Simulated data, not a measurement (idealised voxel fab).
Process module in this document: voxel capacitor over wiring
We display cut, a cross-section 275 nm in width whose square cells are each 5 nm.
Each cross-section below is a grid of square cells, stated as bands in top-down order, with one or more rows of cells making up each band.
It is stipulated that each band's entry specify, in nanometres, the height of the top of the band and then that of its bottom, followed by the materials of the band in left-to-right sequence, each together with its width in nanometres. A single material marked by the word "full width" is understood to fill the band from edge to edge; the word "air" is understood to denote empty space.
Ref level 0: as-received wafer is one material below here. Bottom band extends down with no lower bound ("0 nm and below").
The notation "30->40" denotes a width that varies across the rows of cells in the band, beginning at the first number in the top row, finishing at the second number in the bottom row, and changing by an identical amount from each row to the next.
Step note "changes: none" = no cross-section cell changed.
"Entrapped void list" - sealed voids, min. 8 cells, no opening to top; format: width x height at distance (distance from left edge; nm throughout).
Past the settings on a step's line: simulator remark, on that step.
The "overlay nm" setting may appear on a step's line; for a step that uses a mask, it gives how far to the right of its planned position the mask lay, and a negative value indicates the left.

-- Steps planned for the process
1) RECEIVE (material Si)
2) CONFORMAL_DEP (material SiO2; thk nm 10)
3) CONFORMAL_DEP (material SiCN; thk nm 5)
4) DIRECTIONAL_DEP (material lowk; thk nm 20)
5) MASKED_ETCH (tone open; mask id METAL_1; width nm 30; pitch nm 90; etch materials lowk; depth nm 20; overlay nm 0)
6) MASKED_ETCH (tone open; mask id METAL_1; width nm 30; pitch nm 90; etch materials SiCN; depth nm 5; overlay nm 0)
7) CONFORMAL_DEP (material TiN; thk nm 5)
8) FILL_DEP (material Cu; thk nm 5)
9) CMP (height nm 35)
10) CONFORMAL_DEP (material SiCN; thk nm 5)
11) DIRECTIONAL_DEP (material SiO2; thk nm 15)
12) PATTERN (tone open; mask id PLUG_1; material resist; width nm 15; thk nm 20; overlay nm 0)
13) DIRECTIONAL_ETCH (etch materials SiO2; depth nm 15)
14) DIRECTIONAL_ETCH (etch materials SiCN; depth nm 5)
15) STRIP (etch materials resist)
16) CONFORMAL_DEP (material TiN; thk nm 5)
17) FILL_DEP (material Ru; thk nm 10)
18) CMP (height nm 55)
19) DIRECTIONAL_DEP (material TiN; thk nm 5)
20) DIRECTIONAL_DEP (material SiN; thk nm 5)
21) DIRECTIONAL_DEP (material TiN; thk nm 5)
22) MASKED_ETCH (tone cover; mask id UPPER_PLATE; width nm 65; etch materials TiN; depth nm 5; overlay nm 0)
23) MASKED_ETCH (tone cover; mask id UPPER_PLATE; width nm 65; etch materials SiN; depth nm 5; overlay nm 0)
24) PATTERN (tone cover; mask id LOWER_PLATE; material resist; width nm 75; thk nm 15; overlay nm 0)
25) DIRECTIONAL_ETCH (etch materials TiN; depth nm 5)
26) STRIP (etch materials resist)
27) FILL_DEP (material SiO2; thk nm 20)
28) CMP (height nm 85)
29) MASKED_ETCH (tone open; mask id PLUG_2; width nm 15; etch materials SiO2; depth nm 15; overlay nm 0)
30) CONFORMAL_DEP (material TiN; thk nm 5)
31) FILL_DEP (material Ru; thk nm 5)
32) CMP (height nm 85)
33) CONFORMAL_DEP (material SiN; thk nm 5)

-- Run as planned: first of two wafers

-- Cross-section of the incoming wafer, state after step 1
- 0 nm and below = Si full width
- Entrapped void list: none

-- Cross-section: wafer state after step 2
- 10 nm to 0 nm = SiO2 full width
- Rest of section, below 0: as before.

-- Cross-section: wafer state after step 3
- 15 nm to 10 nm = SiCN full width
- Rest of section, below 10: as before.

-- Cross-section: wafer state after step 4
- 35 nm to 15 nm = lowk full width
- Rest of section, below 15: as before.

-- Cross-section: wafer state after step 5
- 35 nm to 15 nm = 75 of lowk; 30 of air; 60 of lowk; 30 of air; 80 of lowk
- Rest of section, below 15: as before.

-- Cross-section: wafer state after step 6
- 35 nm to 15 nm = 75 of lowk; 30 of air; 60 of lowk; 30 of air; 80 of lowk
- 15 nm to 10 nm = 75 of SiCN; 30 of air; 60 of SiCN; 30 of air; 80 of SiCN
- Rest of section, below 10: as before.

-- Cross-section: wafer state after step 7
- 40 nm to 35 nm = 80 of TiN; 20 of air; 70 of TiN; 20 of air; 85 of TiN
- 35 nm to 15 nm = 75 of lowk; 5 of TiN; 20 of air; 5 of TiN; 60 of lowk; 5 of TiN; 20 of air; 5 of TiN; 80 of lowk
- 15 nm to 10 nm = 75 of SiCN; 30 of TiN; 60 of SiCN; 30 of TiN; 80 of SiCN
- Rest of section, below 10: as before.

-- Cross-section: wafer state after step 8
- 45 nm to 40 nm = Cu full width
- 40 nm to 35 nm = 80 of TiN; 20 of Cu; 70 of TiN; 20 of Cu; 85 of TiN
- 35 nm to 15 nm = 75 of lowk; 5 of TiN; 20 of Cu; 5 of TiN; 60 of lowk; 5 of TiN; 20 of Cu; 5 of TiN; 80 of lowk
- Rest of section, below 15: as before.

-- Cross-section: wafer state after step 9
- 35 nm to 15 nm = 75 of lowk; 5 of TiN; 20 of Cu; 5 of TiN; 60 of lowk; 5 of TiN; 20 of Cu; 5 of TiN; 80 of lowk
- Rest of section, below 15: as before.

-- Cross-section: wafer state after step 10
- 40 nm to 35 nm = SiCN full width
- Rest of section, below 35: as before.

-- Cross-section: wafer state after step 11
- 55 nm to 40 nm = SiO2 full width
- Rest of section, below 40: as before.

-- Cross-section: wafer state after step 12
- 75 nm to 55 nm = 90 of resist; 15 of air; 170 of resist
- Rest of section, below 55: as before.

-- Cross-section: wafer state after step 13
- 75 nm to 55 nm = 90 of resist; 15 of air; 170 of resist
- 55 nm to 40 nm = 90 of SiO2; 15 of air; 170 of SiO2
- Rest of section, below 40: as before.

-- Cross-section: wafer state after step 14
- 75 nm to 55 nm = 90 of resist; 15 of air; 170 of resist
- 55 nm to 40 nm = 90 of SiO2; 15 of air; 170 of SiO2
- 40 nm to 35 nm = 90 of SiCN; 15 of air; 170 of SiCN
- Rest of section, below 35: as before.

-- Cross-section: wafer state after step 15
- 55 nm to 40 nm = 90 of SiO2; 15 of air; 170 of SiO2
- Rest of section, below 40: as before.

-- Cross-section: wafer state after step 16
- 60 nm to 55 nm = 95 of TiN; 5 of air; 175 of TiN
- 55 nm to 40 nm = 90 of SiO2; 5 of TiN; 5 of air; 5 of TiN; 170 of SiO2
- 40 nm to 35 nm = 90 of SiCN; 15 of TiN; 170 of SiCN
- Rest of section, below 35: as before.

-- Cross-section: wafer state after step 17
- 70 nm to 60 nm = Ru full width
- 60 nm to 55 nm = 95 of TiN; 5 of Ru; 175 of TiN
- 55 nm to 40 nm = 90 of SiO2; 5 of TiN; 5 of Ru; 5 of TiN; 170 of SiO2
- Rest of section, below 40: as before.

-- Cross-section: wafer state after step 18
- 55 nm to 40 nm = 90 of SiO2; 5 of TiN; 5 of Ru; 5 of TiN; 170 of SiO2
- Rest of section, below 40: as before.

-- Cross-section: wafer state after step 19
- 60 nm to 55 nm = TiN full width
- Rest of section, below 55: as before.

-- Cross-section: wafer state after step 20
- 65 nm to 60 nm = SiN full width
- Rest of section, below 60: as before.

-- Cross-section: wafer state after step 21
- 70 nm to 65 nm = TiN full width
- Rest of section, below 65: as before.

-- Cross-section: wafer state after step 22
- 70 nm to 65 nm = 90 of air; 65 of TiN; 120 of air
- Rest of section, below 65: as before.

-- Cross-section: wafer state after step 23
- 70 nm to 65 nm = 90 of air; 65 of TiN; 120 of air
- 65 nm to 60 nm = 90 of air; 65 of SiN; 120 of air
- Rest of section, below 60: as before.

-- Cross-section: wafer state after step 24
- 85 nm to 70 nm = 85 of air; 75 of resist; 115 of air
- 70 nm to 65 nm = 85 of air; 5 of resist; 65 of TiN; 5 of resist; 115 of air
- 65 nm to 60 nm = 85 of air; 5 of resist; 65 of SiN; 5 of resist; 115 of air
- Rest of section, below 60: as before.

-- Cross-section: wafer state after step 25
- 85 nm to 70 nm = 85 of air; 75 of resist; 115 of air
- 70 nm to 65 nm = 85 of air; 5 of resist; 65 of TiN; 5 of resist; 115 of air
- 65 nm to 60 nm = 85 of air; 5 of resist; 65 of SiN; 5 of resist; 115 of air
- 60 nm to 55 nm = 85 of air; 75 of TiN; 115 of air
- Rest of section, below 55: as before.

-- Cross-section: wafer state after step 26
- 70 nm to 65 nm = 90 of air; 65 of TiN; 120 of air
- 65 nm to 60 nm = 90 of air; 65 of SiN; 120 of air
- Rest of section, below 60: as before.

-- Cross-section: wafer state after step 27
- 90 nm to 70 nm = SiO2 full width
- 70 nm to 65 nm = 90 of SiO2; 65 of TiN; 120 of SiO2
- 65 nm to 60 nm = 90 of SiO2; 65 of SiN; 120 of SiO2
- 60 nm to 55 nm = 85 of SiO2; 75 of TiN; 115 of SiO2
- Rest of section, below 55: as before.

-- Cross-section: wafer state after step 28
- 85 nm to 70 nm = SiO2 full width
- Rest of section, below 70: as before.

-- Cross-section: wafer state after step 29
- 85 nm to 70 nm = 100 of SiO2; 15 of air; 160 of SiO2
- Rest of section, below 70: as before.

-- Cross-section: wafer state after step 30
- 90 nm to 85 nm = 105 of TiN; 5 of air; 165 of TiN
- 85 nm to 75 nm = 100 of SiO2; 5 of TiN; 5 of air; 5 of TiN; 160 of SiO2
- 75 nm to 65 nm = 100->90 of SiO2; 15->65 of TiN; 160->120 of SiO2
- Rest of section, below 65: as before.

-- Cross-section: wafer state after step 31
- 95 nm to 90 nm = Ru full width
- 90 nm to 85 nm = 105 of TiN; 5 of Ru; 165 of TiN
- 85 nm to 75 nm = 100 of SiO2; 5 of TiN; 5 of Ru; 5 of TiN; 160 of SiO2
- Rest of section, below 75: as before.

-- Cross-section: wafer state after step 32
- 85 nm to 75 nm = 100 of SiO2; 5 of TiN; 5 of Ru; 5 of TiN; 160 of SiO2
- Rest of section, below 75: as before.

-- Cross-section: wafer state after step 33
- 90 nm to 85 nm = SiN full width
- Rest of section, below 85: as before.

-- The second wafer began exactly as the first did and followed the same plan, but one mistake was made while running it; through step 1 inclusive, the two wafers are identical

-- Second wafer, section view, time point: scheduled end of step 2
- 10 nm to 0 nm = SiN full width
- Rest of section, below 0: as before.

-- Second wafer, section view, time point: scheduled end of step 3
- 15 nm to 10 nm = SiCN full width
- Rest of section, below 10: as before.

-- Second wafer, section view, time point: scheduled end of step 4
- 35 nm to 15 nm = lowk full width
- Rest of section, below 15: as before.

-- Second wafer, section view, time point: scheduled end of step 5
- 35 nm to 15 nm = 75 of lowk; 30 of air; 60 of lowk; 30 of air; 80 of lowk
- Rest of section, below 15: as before.

-- Second wafer, section view, time point: scheduled end of step 6
- 35 nm to 15 nm = 75 of lowk; 30 of air; 60 of lowk; 30 of air; 80 of lowk
- 15 nm to 10 nm = 75 of SiCN; 30 of air; 60 of SiCN; 30 of air; 80 of SiCN
- Rest of section, below 10: as before.

-- Second wafer, section view, time point: scheduled end of step 7
- 40 nm to 35 nm = 80 of TiN; 20 of air; 70 of TiN; 20 of air; 85 of TiN
- 35 nm to 15 nm = 75 of lowk; 5 of TiN; 20 of air; 5 of TiN; 60 of lowk; 5 of TiN; 20 of air; 5 of TiN; 80 of lowk
- 15 nm to 10 nm = 75 of SiCN; 30 of TiN; 60 of SiCN; 30 of TiN; 80 of SiCN
- Rest of section, below 10: as before.

-- Second wafer, section view, time point: scheduled end of step 8
- 45 nm to 40 nm = Cu full width
- 40 nm to 35 nm = 80 of TiN; 20 of Cu; 70 of TiN; 20 of Cu; 85 of TiN
- 35 nm to 15 nm = 75 of lowk; 5 of TiN; 20 of Cu; 5 of TiN; 60 of lowk; 5 of TiN; 20 of Cu; 5 of TiN; 80 of lowk
- Rest of section, below 15: as before.

-- Second wafer, section view, time point: scheduled end of step 9
- 35 nm to 15 nm = 75 of lowk; 5 of TiN; 20 of Cu; 5 of TiN; 60 of lowk; 5 of TiN; 20 of Cu; 5 of TiN; 80 of lowk
- Rest of section, below 15: as before.

-- Second wafer, section view, time point: scheduled end of step 10
- 40 nm to 35 nm = SiCN full width
- Rest of section, below 35: as before.

-- Second wafer, section view, time point: scheduled end of step 11
- 55 nm to 40 nm = SiO2 full width
- Rest of section, below 40: as before.

-- Second wafer, section view, time point: scheduled end of step 12
- 75 nm to 55 nm = 90 of resist; 15 of air; 170 of resist
- Rest of section, below 55: as before.

-- Second wafer, section view, time point: scheduled end of step 13
- 75 nm to 55 nm = 90 of resist; 15 of air; 170 of resist
- 55 nm to 40 nm = 90 of SiO2; 15 of air; 170 of SiO2
- Rest of section, below 40: as before.

-- Second wafer, section view, time point: scheduled end of step 14
- 75 nm to 55 nm = 90 of resist; 15 of air; 170 of resist
- 55 nm to 40 nm = 90 of SiO2; 15 of air; 170 of SiO2
- 40 nm to 35 nm = 90 of SiCN; 15 of air; 170 of SiCN
- Rest of section, below 35: as before.

-- Second wafer, section view, time point: scheduled end of step 15
- 55 nm to 40 nm = 90 of SiO2; 15 of air; 170 of SiO2
- Rest of section, below 40: as before.

-- Second wafer, section view, time point: scheduled end of step 16
- 60 nm to 55 nm = 95 of TiN; 5 of air; 175 of TiN
- 55 nm to 40 nm = 90 of SiO2; 5 of TiN; 5 of air; 5 of TiN; 170 of SiO2
- 40 nm to 35 nm = 90 of SiCN; 15 of TiN; 170 of SiCN
- Rest of section, below 35: as before.

-- Second wafer, section view, time point: scheduled end of step 17
- 70 nm to 60 nm = Ru full width
- 60 nm to 55 nm = 95 of TiN; 5 of Ru; 175 of TiN
- 55 nm to 40 nm = 90 of SiO2; 5 of TiN; 5 of Ru; 5 of TiN; 170 of SiO2
- Rest of section, below 40: as before.

-- Second wafer, section view, time point: scheduled end of step 18
- 55 nm to 40 nm = 90 of SiO2; 5 of TiN; 5 of Ru; 5 of TiN; 170 of SiO2
- Rest of section, below 40: as before.

-- Second wafer, section view, time point: scheduled end of step 19
- 60 nm to 55 nm = TiN full width
- Rest of section, below 55: as before.

-- Second wafer, section view, time point: scheduled end of step 20
- 65 nm to 60 nm = SiN full width
- Rest of section, below 60: as before.

-- Second wafer, section view, time point: scheduled end of step 21
- 70 nm to 65 nm = TiN full width
- Rest of section, below 65: as before.

-- Second wafer, section view, time point: scheduled end of step 22
- 70 nm to 65 nm = 90 of air; 65 of TiN; 120 of air
- Rest of section, below 65: as before.

-- Second wafer, section view, time point: scheduled end of step 23
- 70 nm to 65 nm = 90 of air; 65 of TiN; 120 of air
- 65 nm to 60 nm = 90 of air; 65 of SiN; 120 of air
- Rest of section, below 60: as before.

-- Second wafer, section view, time point: scheduled end of step 24
- 85 nm to 70 nm = 85 of air; 75 of resist; 115 of air
- 70 nm to 65 nm = 85 of air; 5 of resist; 65 of TiN; 5 of resist; 115 of air
- 65 nm to 60 nm = 85 of air; 5 of resist; 65 of SiN; 5 of resist; 115 of air
- Rest of section, below 60: as before.

-- Second wafer, section view, time point: scheduled end of step 25
- 85 nm to 70 nm = 85 of air; 75 of resist; 115 of air
- 70 nm to 65 nm = 85 of air; 5 of resist; 65 of TiN; 5 of resist; 115 of air
- 65 nm to 60 nm = 85 of air; 5 of resist; 65 of SiN; 5 of resist; 115 of air
- 60 nm to 55 nm = 85 of air; 75 of TiN; 115 of air
- Rest of section, below 55: as before.

-- Second wafer, section view, time point: scheduled end of step 26
- 70 nm to 65 nm = 90 of air; 65 of TiN; 120 of air
- 65 nm to 60 nm = 90 of air; 65 of SiN; 120 of air
- Rest of section, below 60: as before.

-- Second wafer, section view, time point: scheduled end of step 27
- 90 nm to 70 nm = SiO2 full width
- 70 nm to 65 nm = 90 of SiO2; 65 of TiN; 120 of SiO2
- 65 nm to 60 nm = 90 of SiO2; 65 of SiN; 120 of SiO2
- 60 nm to 55 nm = 85 of SiO2; 75 of TiN; 115 of SiO2
- Rest of section, below 55: as before.

-- Second wafer, section view, time point: scheduled end of step 28
- 85 nm to 70 nm = SiO2 full width
- Rest of section, below 70: as before.

-- Second wafer, section view, time point: scheduled end of step 29
- 85 nm to 70 nm = 100 of SiO2; 15 of air; 160 of SiO2
- Rest of section, below 70: as before.

-- Second wafer, section view, time point: scheduled end of step 30
- 90 nm to 85 nm = 105 of TiN; 5 of air; 165 of TiN
- 85 nm to 75 nm = 100 of SiO2; 5 of TiN; 5 of air; 5 of TiN; 160 of SiO2
- 75 nm to 65 nm = 100->90 of SiO2; 15->65 of TiN; 160->120 of SiO2
- Rest of section, below 65: as before.

-- Second wafer, section view, time point: scheduled end of step 31
- 95 nm to 90 nm = Ru full width
- 90 nm to 85 nm = 105 of TiN; 5 of Ru; 165 of TiN
- 85 nm to 75 nm = 100 of SiO2; 5 of TiN; 5 of Ru; 5 of TiN; 160 of SiO2
- Rest of section, below 75: as before.

-- Second wafer, section view, time point: scheduled end of step 32
- 85 nm to 75 nm = 100 of SiO2; 5 of TiN; 5 of Ru; 5 of TiN; 160 of SiO2
- Rest of section, below 75: as before.

-- Second wafer, section view, time point: scheduled end of step 33
- 90 nm to 85 nm = SiN full width
- Rest of section, below 85: as before.
Deviation noted in wafer processing: planned and actual differ for step 2; actual: CONFORMAL_DEP (material SiN; thk nm 10)
In the final state, the cell counts of the second wafer exceed or fall short of those of the first for the following materials: 110 more of SiN | 110 fewer of SiO2
